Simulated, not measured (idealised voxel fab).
Proc. module: voxel spacer lines
This is section cut - it's 225 nm across, gridded in 5 nm square cells.
A cross-section in this document is a grid of square cells, and it is written down as bands, the top band listed before the ones below it; a band is made up of one or more rows of cells. The band entry comprises the height of the band's top followed by the height of its bottom, expressed in nm, and subsequently the band's materials from left to right, each stated together with its width in nm. Where a single material is marked with the word "all across", that material fills the band from edge to edge. The word "empty" represents empty space. Zero point of the height axis is 0; under it, received wafer = one material. Lowest band: continues down indefinitely, "0 -> down". Top row gets the first number, bottom row gets the second, and each row in between changes by the same step: that is how a band width like "30->40" works. Step note "no modifications" = no cross-section cell changed. Each empty space that has no open way to the top and spans at least 8 cells appears under "Completely enclosed voids" as width x height at distance, the distance counted from the left edge, all in nm. Post-settings text on a step line: simulator's own remark regarding the step. overlay nm: how far to the right of its planned place the mask lay on this masked step (negative: to the left).

## Process steps - plan
1) RECEIVE with material Si
2) CONFORMAL_DEP with material Al2O3, thk nm 10
3) DIRECTIONAL_DEP with material polySi, thk nm 15
4) DIRECTIONAL_DEP with material aC, thk nm 30
5) PATTERN with tone cover, mask id MANDREL, material resist, width nm 20, pitch nm 60, thk nm 35, overlay nm 0
6) DIRECTIONAL_ETCH with etch materials aC, depth nm 30
7) STRIP with etch materials resist
8) CONFORMAL_DEP with material SiO2, thk nm 10
9) DIRECTIONAL_ETCH with etch materials SiO2, depth nm 10
10) STRIP with etch materials aC
11) DIRECTIONAL_ETCH with etch materials polySi, depth nm 5
12) STRIP with etch materials SiO2
It is noted that the wafers described herein are identical at the outset and are distinguished by the depth nm of step 11; the value stated in the plan corresponds to the first wafer.

## Received condition of the first of several wafers, sectioned: post-step 1
> 0 -> down: Si all across
> Completely enclosed voids: none

## End of module, by wafer: material-by-material cell gain (+) or loss (-) since receipt, then closed voids
depth nm 5; +90 Al2O3; +98 polySi; Completely enclosed voids: none
depth nm 10; +90 Al2O3; +61 polySi; Completely enclosed voids: none
depth nm 15; +90 Al2O3; +24 polySi; Completely enclosed voids: none
depth nm 20; +90 Al2O3; +24 polySi; Completely enclosed voids: none
depth nm 25; +90 Al2O3; +24 polySi; Completely enclosed voids: none
depth nm 30; +90 Al2O3; +24 polySi; Completely enclosed voids: none
